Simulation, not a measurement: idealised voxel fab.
Presented below is a process module, voxel wiring stack.
In the cross-section labelled cut, the width is 235 nm and each square cell is 5 nm.
Just so we're on the same page, the cross-sections are grids of square cells, and they're listed out in bands top to bottom, each band one or more rows deep. Heads up on the band format: heights come first, top then bottom, in nm. After that it's the materials left to right, each with its width in nm. A single material flagged "all across" fills the whole band edge to edge, and "air" means there's empty space there. Counting heights begins at 0, where everything beneath is, in the wafer as received, one material. The lowest band has no bottom; it goes on downwards, as "z 0 and below" shows. A width given as "30->40" starts at the first number in the band's top row and ends at the second number in its bottom row, shifting by an equal amount at every step from row to row. You'll sometimes find "no modifications" written for a step, and that's the way of saying that nowhere in the cross-section did a cell change during that step. "Sealed internal voids" specifies each empty space that is not open to the top and that occupies no fewer than 8 cells, using the form width x height at distance, the distance measured from the left edge and all three quantities in nm. Post-settings text on a step line: simulator's own remark regarding the step. "overlay nm" answers the question of how far to the right of plan the mask lay on a step that has a mask, and when it is negative the answer is to the left.
# Below is the list of planned process steps
- 1: RECEIVE: material Si
- 2: CONFORMAL_DEP: material SiO2, thk nm 10
- 3: CONFORMAL_DEP: material SiN, thk nm 5
- 4: DIRECTIONAL_DEP: material lowk, thk nm 25
- 5: DIRECTIONAL_DEP: material aC, thk nm 15
- 6: PATTERN: tone open, mask id METAL_1, material resist, width nm 25, pitch nm 45, thk nm 30, overlay nm 0
- 7: DIRECTIONAL_ETCH: etch materials aC, depth nm 15
- 8: STRIP: etch materials resist
- 9: DIRECTIONAL_ETCH: etch materials lowk, depth nm 25
- 10: DIRECTIONAL_ETCH: etch materials SiN, depth nm 5
- 11: STRIP: etch materials aC
- 12: CONFORMAL_DEP: material TiN, thk nm 5
- 13: FILL_DEP: material Ru, thk nm 10
- 14: CMP: height nm 40
- 15: CONFORMAL_DEP: material SiCN, thk nm 5
- 16: DIRECTIONAL_DEP: material lowk, thk nm 30
- 17: PATTERN: tone open, mask id METAL_2_HOLES, material resist, width nm 15, pitch nm 90, thk nm 20, overlay nm 0
- 18: DIRECTIONAL_ETCH: etch materials lowk, depth nm 30
- 19: STRIP: etch materials resist
- 20: PATTERN: tone open, mask id METAL_2, material resist, width nm 25, pitch nm 45, thk nm 15, overlay nm 0
- 21: DIRECTIONAL_ETCH: etch materials lowk, depth nm 15
- 22: DIRECTIONAL_ETCH: etch materials SiCN, depth nm 5
- 23: STRIP: etch materials resist
- 24: CONFORMAL_DEP: material TiN, thk nm 5
- 25: FILL_DEP: material Cu, thk nm 10
- 26: CMP: height nm 75
- 27: CONFORMAL_DEP: material SiCN, thk nm 5
- 28: DIRECTIONAL_DEP: material SiO2, thk nm 30
- 29: MASKED_ETCH: tone open, mask id METAL_3, width nm 25, pitch nm 45, etch materials SiO2, depth nm 15, overlay nm 0
- 30: PATTERN: tone open, mask id METAL_3_HOLES, material resist, width nm 15, pitch nm 90, thk nm 20, overlay nm 0
- 31: DIRECTIONAL_ETCH: etch materials SiO2, depth nm 15
- 32: DIRECTIONAL_ETCH: etch materials SiCN, depth nm 5
- 33: STRIP: etch materials resist
- 34: CONFORMAL_DEP: material TiN, thk nm 5
- 35: FILL_DEP: material Ru, thk nm 5
- 36: CMP: height nm 110
- 37: CONFORMAL_DEP: material SiN, thk nm 5
# So this is the incoming wafer in cross-section - it's already been through step 1
> z 0 and below  Si all across
> Sealed internal voids: none
# What the wafer looks like in cross-section after this module, when it starts as shown above and follows the plan above but one mistake is made in running it
> z 115 to 110  SiN all across
> z 110 to 100  SiO2 60  TiN 5  Ru 15  TiN 5  SiO2 20  TiN 5  Ru 15  TiN 5  SiO2 20  TiN 5  Ru 15  TiN 5  SiO2 60
> z 100 to 95  SiO2 60  TiN 5  Ru 5  TiN 15  SiO2 20  TiN 25  SiO2 20  TiN 5  Ru 5  TiN 15  SiO2 60
> z 95 to 80  SiO2 60  TiN 5  Ru 5  TiN 5  SiO2 75  TiN 5  Ru 5  TiN 5  SiO2 70
> z 80 to 75  SiCN 60  TiN 15  SiCN 75  TiN 15  SiCN 70
> z 75 to 65  lowk 60  TiN 5  Cu 15  TiN 5  lowk 20  TiN 5  Cu 15  TiN 5  lowk 20  TiN 5  Cu 15  TiN 5  lowk 60
> z 65 to 60  lowk 60  TiN 5  Cu 5  TiN 15  lowk 20  TiN 25  lowk 20  TiN 5  Cu 5  TiN 15  lowk 60
> z 60 to 45  lowk 60  TiN 5  Cu 5  TiN 5  lowk 75  TiN 5  Cu 5  TiN 5  lowk 70
> z 45 to 40  SiCN 60  TiN 15  SiCN 75  TiN 15  SiCN 70
> z 40 to 20  lowk 60  TiN 5  Ru 15  TiN 5  lowk 20  TiN 5  Ru 15  TiN 5  lowk 20  TiN 5  Ru 15  TiN 5  lowk 60
> z 20 to 15  lowk 60  TiN 25  lowk 20  TiN 25  lowk 20  TiN 25  lowk 60
> z 15 to 5  SiO2 all across
> z 5 to 0  SiN all across
> z 0 and below  Si all across
> Sealed internal voids: none
So what did we get wrong on this run? steps 2 and 3 of the plan were run in the wrong order, each in the other's place
